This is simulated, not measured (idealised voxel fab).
Documented hereafter: the process module known as voxel self aligned contacts.
The cross-section on display is named cut; it measures 230 nm wide, and its cells are 5 nm squares.
Cross-section layout: square cells on a grid; listed as bands, top to bottom; a band spans one or more cell rows. For a band, the entry starts with two heights in nm, that of the top and then that of the bottom, and carries on with the band's materials in order from left to right, each alongside its width in nm; the word "everywhere" beside a single material means it fills the band edge to edge, and "air" means empty space. All heights in this document are referenced to 0, defined as the level beneath which the wafer, as received, consists entirely of one material. The lowest band is not bounded below; it extends indefinitely downward and is written in the form "0 down". The width entry "30..40" should be interpreted row by row: the top row of cells in the band takes the first number, the bottom row takes the second number, and the change between adjacent rows is uniform throughout. Reading "everything unchanged" for a step: not a cell of the cross-section changed in it. Heads up: "Closed voids list" only lists the empty pockets with no open path to the top that are 8 cells or more, and it writes them as width x height at distance, distance from the left edge, in nm. The remark found on a step's line after its settings is issued by the simulator itself and pertains to that step. Regarding "overlay nm": on a step with a mask, it is the distance the mask lay to the right of its planned place; a negative value places it to the left.

List of planned process steps
step 1: RECEIVE with material Si
step 2: CONFORMAL_DEP with material SiO2, thk nm 5
step 3: DIRECTIONAL_DEP with material polySi, thk nm 25
step 4: DIRECTIONAL_DEP with material SiN, thk nm 15
step 5: DIRECTIONAL_DEP with material aC, thk nm 10
step 6: PATTERN with tone cover, mask id GATE, material resist, width nm 35, pitch nm 60, thk nm 25, overlay nm 0
step 7: DIRECTIONAL_ETCH with etch materials aC, depth nm 10
step 8: STRIP with etch materials resist
step 9: DIRECTIONAL_ETCH with etch materials SiN, depth nm 15
step 10: DIRECTIONAL_ETCH with etch materials polySi, depth nm 25
step 11: STRIP with etch materials aC
step 12: CONFORMAL_DEP with material SiN, thk nm 5
step 13: DIRECTIONAL_ETCH with etch materials SiN, depth nm 5
step 14: FILL_DEP with material SiO2, thk nm 20
step 15: CMP with height nm 55
step 16: PATTERN with tone open, mask id CONTACT, material resist, width nm 35, pitch nm 60, thk nm 15, overlay nm 0
step 17: DIRECTIONAL_ETCH with etch materials SiO2, depth nm 55
step 18: STRIP with etch materials resist
step 19: CONFORMAL_DEP with material TiN, thk nm 5
step 20: FILL_DEP with material Ru, thk nm 5
step 21: CMP with height nm 55
step 22: CONFORMAL_DEP with material SiN, thk nm 5

So this is the incoming wafer in cross-section - it's already been through step 1
	0 down | Si everywhere
	Closed voids list: none

Cross-section taken at module completion on the first of two wafers; processed per the plan
	60 to 55 | SiN everywhere
	55 to 45 | SiO2 65  TiN 5..15  Ru 25..5  TiN 5..15  SiO2 25  TiN 5..15  Ru 25..5  TiN 5..15  SiO2 70
	45 to 30 | SiO2 30  SiN 45  TiN 5  Ru 5  TiN 5  SiN 45  TiN 5  Ru 5  TiN 5  SiN 45  SiO2 35
	30 to 5 | SiO2 30  SiN 5  polySi 35  SiN 5  TiN 5  Ru 5  TiN 5  SiN 5  polySi 35  SiN 5  TiN 5  Ru 5  TiN 5  SiN 5  polySi 35  SiN 5  SiO2 35
	5 to 0 | SiO2 75  TiN 15  SiO2 45  TiN 15  SiO2 80
	0 down | Si everywhere
	Closed voids list: none

Module end: cross-section of wafer two of two. Same start and process plan as the first wafer. One mistake during execution
	60 to 55 | SiN everywhere
	55 to 50 | SiO2 65  TiN 5  Ru 25  TiN 5  SiO2 25  TiN 5  Ru 25  TiN 5  SiO2 70
	50 to 45 | SiO2 65  TiN 35  SiO2 25  TiN 35  SiO2 70
	45 to 30 | SiO2 30  SiN 50  TiN 10  SiN 50  TiN 10  SiN 50  SiO2 30
	30 to 5 | SiO2 30  SiN 5  polySi 40  SiN 5  TiN 10  SiN 5  polySi 40  SiN 5  TiN 10  SiN 5  polySi 40  SiN 5  SiO2 30
	5 to 0 | SiO2 80  TiN 10  SiO2 50  TiN 10  SiO2 80
	0 down | Si everywhere
	Closed voids list: none
Processing error: planned and actual differ for step 6; actual: PATTERN with tone cover, mask id GATE, material resist, width nm 40, pitch nm 60, thk nm 25, overlay nm 0
End check, counted in cells, second wafer has more or fewer of these materials than the first: Ru -18, SiN +9, SiO2 -6, polySi +15
